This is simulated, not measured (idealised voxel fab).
Name of the process module below: voxel wiring stack
The figure presents cross-section cut, which has a width of 220 nm and is divided into square cells with an edge length of 5 nm.
Cross-section, as written here: a square-cell grid given band by band from the top down, where a band holds one or more rows of cells. This entry defines a band. It first specifies the height of the band's top and the height of its bottom in nm, and then specifies the band's materials from left to right, stating each material with its width in nm. The word "everywhere" identifies a single material that fills the band from edge to edge, while the word "empty" identifies empty space. Height 0 is the level under which the wafer as received is all one material. The lowest band goes on downwards, as in "0..down". When a width is written as two numbers, as in "30->40", the first number is the width in the top row of cells of the band and the second is the width in its bottom row, and the width changes by the same amount from each row to the next. A step reported as "changes: none" is a step in which no cell of the cross-section changed. What "Enclosed void inventory" gives you is every empty space of 8 cells or more that is cut off from the top. Each appears as width x height at distance, with the distance taken from the left edge and width, height and distance all in nm. Anything after a step's settings on that line? It's the simulator's own note about the step. Regarding "overlay nm": on a step with a mask, it is the distance the mask lay to the right of its planned place; a negative value places it to the left.

### Here's what the planned process steps look like
| 1 | RECEIVE [material Si] |
| 2 | CONFORMAL_DEP [material SiO2] [thk nm 15] |
| 3 | CONFORMAL_DEP [material SiCN] [thk nm 5] |
| 4 | DIRECTIONAL_DEP [material lowk] [thk nm 15] |
| 5 | PATTERN [tone open] [mask id METAL_1] [material resist] [width nm 25] [pitch nm 45] [thk nm 15] [overlay nm 0] |
| 6 | DIRECTIONAL_ETCH [etch materials lowk] [depth nm 15] |
| 7 | DIRECTIONAL_ETCH [etch materials SiCN] [depth nm 5] |
| 8 | STRIP [etch materials resist] |
| 9 | CONFORMAL_DEP [material TiN] [thk nm 5] |
| 10 | FILL_DEP [material Cu] [thk nm 10] |
| 11 | CMP [height nm 35] |
| 12 | EPI [material Ru] [thk nm 5] |
| 13 | FILL_DEP [material SiCN] [thk nm 5] |
| 14 | DIRECTIONAL_DEP [material lowk] [thk nm 20] |
| 15 | PATTERN [tone open] [mask id PLUG_1] [material resist] [width nm 15] [thk nm 20] [overlay nm 0] |
| 16 | DIRECTIONAL_ETCH [etch materials lowk] [depth nm 20] |
| 17 | DIRECTIONAL_ETCH [etch materials SiCN] [depth nm 5] |
| 18 | STRIP [etch materials resist] |
| 19 | CONFORMAL_DEP [material TiN] [thk nm 5] |
| 20 | FILL_DEP [material Cu] [thk nm 10] |
| 21 | CMP [height nm 65] |
| 22 | CONFORMAL_DEP [material SiCN] [thk nm 5] |
| 23 | DIRECTIONAL_DEP [material lowk] [thk nm 20] |
| 24 | PATTERN [tone open] [mask id METAL_2] [material resist] [width nm 25] [pitch nm 45] [thk nm 15] [overlay nm 0] |
| 25 | DIRECTIONAL_ETCH [etch materials lowk] [depth nm 20] |
| 26 | DIRECTIONAL_ETCH [etch materials SiCN] [depth nm 5] |
| 27 | STRIP [etch materials resist] |
| 28 | CONFORMAL_DEP [material TiN] [thk nm 5] |
| 29 | FILL_DEP [material Cu] [thk nm 5] |
| 30 | CMP [height nm 90] |
| 31 | EPI [material Ru] [thk nm 5] |
| 32 | FILL_DEP [material SiCN] [thk nm 5] |
| 33 | DIRECTIONAL_DEP [material SiO2] [thk nm 30] |
| 34 | PATTERN [tone open] [mask id METAL_3_HOLES] [material resist] [width nm 15] [thk nm 20] [overlay nm 0] |
| 35 | DIRECTIONAL_ETCH [etch materials SiO2] [depth nm 30] |
| 36 | STRIP [etch materials resist] |
| 37 | PATTERN [tone open] [mask id METAL_3] [material resist] [width nm 25] [pitch nm 45] [thk nm 20] [overlay nm 0] |
| 38 | DIRECTIONAL_ETCH [etch materials SiO2] [depth nm 15] |
| 39 | DIRECTIONAL_ETCH [etch materials SiCN] [depth nm 5] |
| 40 | STRIP [etch materials resist] |
| 41 | CONFORMAL_DEP [material TiN] [thk nm 5] |
| 42 | FILL_DEP [material Cu] [thk nm 10] |
| 43 | CMP [height nm 130] |
| 44 | CONFORMAL_DEP [material SiCN] [thk nm 5] |
| 45 | DIRECTIONAL_DEP [material lowk] [thk nm 30] |
| 46 | PATTERN [tone open] [mask id METAL_4] [material resist] [width nm 25] [pitch nm 45] [thk nm 15] [overlay nm 0] |
| 47 | DIRECTIONAL_ETCH [etch materials lowk] [depth nm 15] |
| 48 | STRIP [etch materials resist] |
| 49 | PATTERN [tone open] [mask id METAL_4_HOLES] [material resist] [width nm 15] [pitch nm 45] [thk nm 15] [overlay nm 0] |
| 50 | DIRECTIONAL_ETCH [etch materials lowk] [depth nm 15] |
| 51 | DIRECTIONAL_ETCH [etch materials SiCN] [depth nm 5] |
| 52 | STRIP [etch materials resist] |
| 53 | CONFORMAL_DEP [material TiN] [thk nm 5] |
| 54 | FILL_DEP [material Cu] [thk nm 5] |
| 55 | CMP [height nm 165] |
| 56 | CONFORMAL_DEP [material SiCN] [thk nm 5] |

### Wafer, first of two, run as planned

### Cross-section: wafer on arrival = after step 1
	0..down | Si everywhere
	Enclosed void inventory: none

### Wafer xsec, post step 2
	15..0 | SiO2 everywhere
	No changes below 0.

### Wafer xsec, post step 3
	20..15 | SiCN everywhere
	No changes below 15.

### Wafer xsec, post step 4
	35..20 | lowk everywhere
	No changes below 20.

### Wafer xsec, post step 5
	50..35 | resist=75; empty=25; resist=20; empty=25; resist=75
	No changes below 35.

### Wafer xsec, post step 6
	50..35 | resist=75; empty=25; resist=20; empty=25; resist=75
	35..20 | lowk=75; empty=25; lowk=20; empty=25; lowk=75
	No changes below 20.

### Wafer xsec, post step 7
	50..35 | resist=75; empty=25; resist=20; empty=25; resist=75
	35..20 | lowk=75; empty=25; lowk=20; empty=25; lowk=75
	20..15 | SiCN=75; empty=25; SiCN=20; empty=25; SiCN=75
	No changes below 15.

### Wafer xsec, post step 8
	35..20 | lowk=75; empty=25; lowk=20; empty=25; lowk=75
	No changes below 20.

### Wafer xsec, post step 9
	40..35 | TiN=80; empty=15; TiN=30; empty=15; TiN=80
	35..20 | lowk=75; TiN=5; empty=15; TiN=5; lowk=20; TiN=5; empty=15; TiN=5; lowk=75
	20..15 | SiCN=75; TiN=25; SiCN=20; TiN=25; SiCN=75
	No changes below 15.

### Wafer xsec, post step 10
	50..40 | Cu everywhere
	40..35 | TiN=80; Cu=15; TiN=30; Cu=15; TiN=80
	35..20 | lowk=75; TiN=5; Cu=15; TiN=5; lowk=20; TiN=5; Cu=15; TiN=5; lowk=75
	No changes below 20.

### Wafer xsec, post step 11
	35..20 | lowk=75; TiN=5; Cu=15; TiN=5; lowk=20; TiN=5; Cu=15; TiN=5; lowk=75
	No changes below 20.

### Wafer xsec, post step 12
	40..35 | empty=70; Ru=35; empty=10; Ru=35; empty=70
	No changes below 35.

### Wafer xsec, post step 13
	45..40 | SiCN everywhere
	40..35 | SiCN=70; Ru=35; SiCN=10; Ru=35; SiCN=70
	No changes below 35.

### Wafer xsec, post step 14
	65..45 | lowk everywhere
	No changes below 45.

### Wafer xsec, post step 15
	85..65 | resist=75; empty=15; resist=130
	No changes below 65.

### Wafer xsec, post step 16
	85..65 | resist=75; empty=15; resist=130
	65..45 | lowk=75; empty=15; lowk=130
	No changes below 45.

### Wafer xsec, post step 17
	85..65 | resist=75; empty=15; resist=130
	65..45 | lowk=75; empty=15; lowk=130
	45..40 | SiCN=75; empty=15; SiCN=130
	No changes below 40.

### Wafer xsec, post step 18
	65..45 | lowk=75; empty=15; lowk=130
	No changes below 45.

### Wafer xsec, post step 19
	70..65 | TiN=80; empty=5; TiN=135
	65..45 | lowk=75; TiN=5; empty=5; TiN=5; lowk=130
	45..40 | SiCN=75; TiN=15; SiCN=130
	No changes below 40.

### Wafer xsec, post step 20
	80..70 | Cu everywhere
	70..65 | TiN=80; Cu=5; TiN=135
	65..45 | lowk=75; TiN=5; Cu=5; TiN=5; lowk=130
	No changes below 45.

### Wafer xsec, post step 21
	65..45 | lowk=75; TiN=5; Cu=5; TiN=5; lowk=130
	No changes below 45.

### Wafer xsec, post step 22
	70..65 | SiCN everywhere
	No changes below 65.

### Wafer xsec, post step 23
	90..70 | lowk everywhere
	No changes below 70.

### Wafer xsec, post step 24
	105..90 | resist=75; empty=25; resist=20; empty=25; resist=75
	No changes below 90.

### Wafer xsec, post step 25
	105..90 | resist=75; empty=25; resist=20; empty=25; resist=75
	90..70 | lowk=75; empty=25; lowk=20; empty=25; lowk=75
	No changes below 70.

### Wafer xsec, post step 26
	105..90 | resist=75; empty=25; resist=20; empty=25; resist=75
	90..70 | lowk=75; empty=25; lowk=20; empty=25; lowk=75
	70..65 | SiCN=75; empty=25; SiCN=20; empty=25; SiCN=75
	No changes below 65.

### Wafer xsec, post step 27
	90..70 | lowk=75; empty=25; lowk=20; empty=25; lowk=75
	No changes below 70.

### Wafer xsec, post step 28
	95..90 | TiN=80; empty=15; TiN=30; empty=15; TiN=80
	90..70 | lowk=75; TiN=5; empty=15; TiN=5; lowk=20; TiN=5; empty=15; TiN=5; lowk=75
	70..65 | SiCN=75; TiN=25; SiCN=20; TiN=25; SiCN=75
	No changes below 65.

### Wafer xsec, post step 29
	100..95 | Cu everywhere
	95..90 | TiN=80; Cu=15; TiN=30; Cu=15; TiN=80
	90..70 | lowk=75; TiN=5; Cu=15; TiN=5; lowk=20; TiN=5; Cu=15; TiN=5; lowk=75
	No changes below 70.

### Wafer xsec, post step 30
	90..70 | lowk=75; TiN=5; Cu=15; TiN=5; lowk=20; TiN=5; Cu=15; TiN=5; lowk=75
	No changes below 70.

### Wafer xsec, post step 31
	95..90 | empty=70; Ru=35; empty=10; Ru=35; empty=70
	No changes below 90.

### Wafer xsec, post step 32
	100..95 | SiCN everywhere
	95..90 | SiCN=70; Ru=35; SiCN=10; Ru=35; SiCN=70
	No changes below 90.

### Wafer xsec, post step 33
	130..100 | SiO2 everywhere
	No changes below 100.

### Wafer xsec, post step 34
	150..130 | resist=75; empty=15; resist=130
	No changes below 130.

### Wafer xsec, post step 35
	150..130 | resist=75; empty=15; resist=130
	130..100 | SiO2=75; empty=15; SiO2=130
	No changes below 100.

### Wafer xsec, post step 36
	130..100 | SiO2=75; empty=15; SiO2=130
	No changes below 100.

### Wafer xsec, post step 37
	150..130 | resist=75; empty=25; resist=20; empty=25; resist=75
	No changes below 130.

### Wafer xsec, post step 38
	150..130 | resist=75; empty=25; resist=20; empty=25; resist=75
	130..115 | SiO2=75; empty=25; SiO2=20; empty=25; SiO2=75
	No changes below 115.

### Wafer xsec, post step 39
	150..130 | resist=75; empty=25; resist=20; empty=25; resist=75
	130..115 | SiO2=75; empty=25; SiO2=20; empty=25; SiO2=75
	115..100 | SiO2=75; empty=15; SiO2=130
	100..95 | SiCN=75; empty=15; SiCN=130
	No changes below 95.

### Wafer xsec, post step 40
	130..115 | SiO2=75; empty=25; SiO2=20; empty=25; SiO2=75
	No changes below 115.

### Wafer xsec, post step 41
	135..130 | TiN=80; empty=15; TiN=30; empty=15; TiN=80
	130..120 | SiO2=75; TiN=5; empty=15; TiN=5; SiO2=20; TiN=5; empty=15; TiN=5; SiO2=75
	120..115 | SiO2=75; TiN=5; empty=5; TiN=15; SiO2=20; TiN=25; SiO2=75
	115..100 | SiO2=75; TiN=5; empty=5; TiN=5; SiO2=130
	100..95 | SiCN=75; TiN=15; SiCN=130
	No changes below 95.

### Wafer xsec, post step 42
	145..135 | Cu everywhere
	135..130 | TiN=80; Cu=15; TiN=30; Cu=15; TiN=80
	130..120 | SiO2=75; TiN=5; Cu=15; TiN=5; SiO2=20; TiN=5; Cu=15; TiN=5; SiO2=75
	120..115 | SiO2=75; TiN=5; Cu=5; TiN=15; SiO2=20; TiN=25; SiO2=75
	115..100 | SiO2=75; TiN=5; Cu=5; TiN=5; SiO2=130
	No changes below 100.

### Wafer xsec, post step 43
	130..120 | SiO2=75; TiN=5; Cu=15; TiN=5; SiO2=20; TiN=5; Cu=15; TiN=5; SiO2=75
	No changes below 120.

### Wafer xsec, post step 44
	135..130 | SiCN everywhere
	No changes below 130.

### Wafer xsec, post step 45
	165..135 | lowk everywhere
	No changes below 135.

### Wafer xsec, post step 46
	180..165 | resist=75; empty=25; resist=20; empty=25; resist=75
	No changes below 165.

### Wafer xsec, post step 47
	180..165 | resist=75; empty=25; resist=20; empty=25; resist=75
	165..150 | lowk=75; empty=25; lowk=20; empty=25; lowk=75
	No changes below 150.

### Wafer xsec, post step 48
	165..150 | lowk=75; empty=25; lowk=20; empty=25; lowk=75
	No changes below 150.

### Wafer xsec, post step 49
	180..165 | resist=75; empty=15; resist=30; empty=15; resist=85
	165..150 | lowk=75; empty=15; resist=10; lowk=20; empty=15; resist=10; lowk=75
	No changes below 150.

### Wafer xsec, post step 50
	180..165 | resist=75; empty=15; resist=30; empty=15; resist=85
	165..150 | lowk=75; empty=15; resist=10; lowk=20; empty=15; resist=10; lowk=75
	150..135 | lowk=75; empty=15; lowk=30; empty=15; lowk=85
	No changes below 135.

### Wafer xsec, post step 51
	180..165 | resist=75; empty=15; resist=30; empty=15; resist=85
	165..150 | lowk=75; empty=15; resist=10; lowk=20; empty=15; resist=10; lowk=75
	150..135 | lowk=75; empty=15; lowk=30; empty=15; lowk=85
	135..130 | SiCN=75; empty=15; SiCN=30; empty=15; SiCN=85
	No changes below 130.

### Wafer xsec, post step 52
	165..150 | lowk=75; empty=25; lowk=20; empty=25; lowk=75
	No changes below 150.

### Wafer xsec, post step 53
	170..165 | TiN=80; empty=15; TiN=30; empty=15; TiN=80
	165..155 | lowk=75; TiN=5; empty=15; TiN=5; lowk=20; TiN=5; empty=15; TiN=5; lowk=75
	155..150 | lowk=75; TiN=5; empty=5; TiN=15; lowk=20; TiN=5; empty=5; TiN=15; lowk=75
	150..135 | lowk=75; TiN=5; empty=5; TiN=5; lowk=30; TiN=5; empty=5; TiN=5; lowk=85
	135..130 | SiCN=75; TiN=15; SiCN=30; TiN=15; SiCN=85
	No changes below 130.

### Wafer xsec, post step 54
	175..170 | Cu everywhere
	170..165 | TiN=80; Cu=15; TiN=30; Cu=15; TiN=80
	165..155 | lowk=75; TiN=5; Cu=15; TiN=5; lowk=20; TiN=5; Cu=15; TiN=5; lowk=75
	155..150 | lowk=75; TiN=5; Cu=5; TiN=15; lowk=20; TiN=5; Cu=5; TiN=15; lowk=75
	150..135 | lowk=75; TiN=5; Cu=5; TiN=5; lowk=30; TiN=5; Cu=5; TiN=5; lowk=85
	No changes below 135.

### Wafer xsec, post step 55
	165..155 | lowk=75; TiN=5; Cu=15; TiN=5; lowk=20; TiN=5; Cu=15; TiN=5; lowk=75
	No changes below 155.

### Wafer xsec, post step 56
	170..165 | SiCN everywhere
	No changes below 165.

### Here the second wafer is described. Its start and its plan were those of the first wafer. Its run contained one mistake. Up to and including step 43, it did exactly what the first wafer did

### Second wafer at the planned finish of step 44, seen in cross-section
	135..130 | SiO2 everywhere
	No changes below 130.

### Second wafer at the planned finish of step 45, seen in cross-section
	165..135 | lowk everywhere
	No changes below 135.

### Second wafer at the planned finish of step 46, seen in cross-section
	180..165 | resist=75; empty=25; resist=20; empty=25; resist=75
	No changes below 165.

### Second wafer at the planned finish of step 47, seen in cross-section
	180..165 | resist=75; empty=25; resist=20; empty=25; resist=75
	165..150 | lowk=75; empty=25; lowk=20; empty=25; lowk=75
	No changes below 150.

### Second wafer at the planned finish of step 48, seen in cross-section
	165..150 | lowk=75; empty=25; lowk=20; empty=25; lowk=75
	No changes below 150.

### Second wafer at the planned finish of step 49, seen in cross-section
	180..165 | resist=75; empty=15; resist=30; empty=15; resist=85
	165..150 | lowk=75; empty=15; resist=10; lowk=20; empty=15; resist=10; lowk=75
	No changes below 150.

### Second wafer at the planned finish of step 50, seen in cross-section
	180..165 | resist=75; empty=15; resist=30; empty=15; resist=85
	165..150 | lowk=75; empty=15; resist=10; lowk=20; empty=15; resist=10; lowk=75
	150..135 | lowk=75; empty=15; lowk=30; empty=15; lowk=85
	No changes below 135.

Second wafer at the planned finish of step 51, seen in cross-section: changes: none

### Second wafer at the planned finish of step 52, seen in cross-section
	165..150 | lowk=75; empty=25; lowk=20; empty=25; lowk=75
	No changes below 150.

### Second wafer at the planned finish of step 53, seen in cross-section
	170..165 | TiN=80; empty=15; TiN=30; empty=15; TiN=80
	165..155 | lowk=75; TiN=5; empty=15; TiN=5; lowk=20; TiN=5; empty=15; TiN=5; lowk=75
	155..150 | lowk=75; TiN=5; empty=5; TiN=15; lowk=20; TiN=5; empty=5; TiN=15; lowk=75
	150..140 | lowk=75; TiN=5; empty=5; TiN=5; lowk=30; TiN=5; empty=5; TiN=5; lowk=85
	140..135 | lowk=75; TiN=15; lowk=30; TiN=15; lowk=85
	No changes below 135.

### Second wafer at the planned finish of step 54, seen in cross-section
	175..170 | Cu everywhere
	170..165 | TiN=80; Cu=15; TiN=30; Cu=15; TiN=80
	165..155 | lowk=75; TiN=5; Cu=15; TiN=5; lowk=20; TiN=5; Cu=15; TiN=5; lowk=75
	155..150 | lowk=75; TiN=5; Cu=5; TiN=15; lowk=20; TiN=5; Cu=5; TiN=15; lowk=75
	150..140 | lowk=75; TiN=5; Cu=5; TiN=5; lowk=30; TiN=5; Cu=5; TiN=5; lowk=85
	No changes below 140.

### Second wafer at the planned finish of step 55, seen in cross-section
	165..155 | lowk=75; TiN=5; Cu=15; TiN=5; lowk=20; TiN=5; Cu=15; TiN=5; lowk=75
	No changes below 155.

### Second wafer at the planned finish of step 56, seen in cross-section
	170..165 | SiCN everywhere
	No changes below 165.
What broke from the plan during processing? step 44 was not run as planned; what actually ran was CONFORMAL_DEP [material SiO2] [thk nm 5]
End check, counted in cells, second wafer has more or fewer of these materials than the first: 2 fewer of Cu, 38 fewer of SiCN, 44 more of SiO2, 4 fewer of TiN
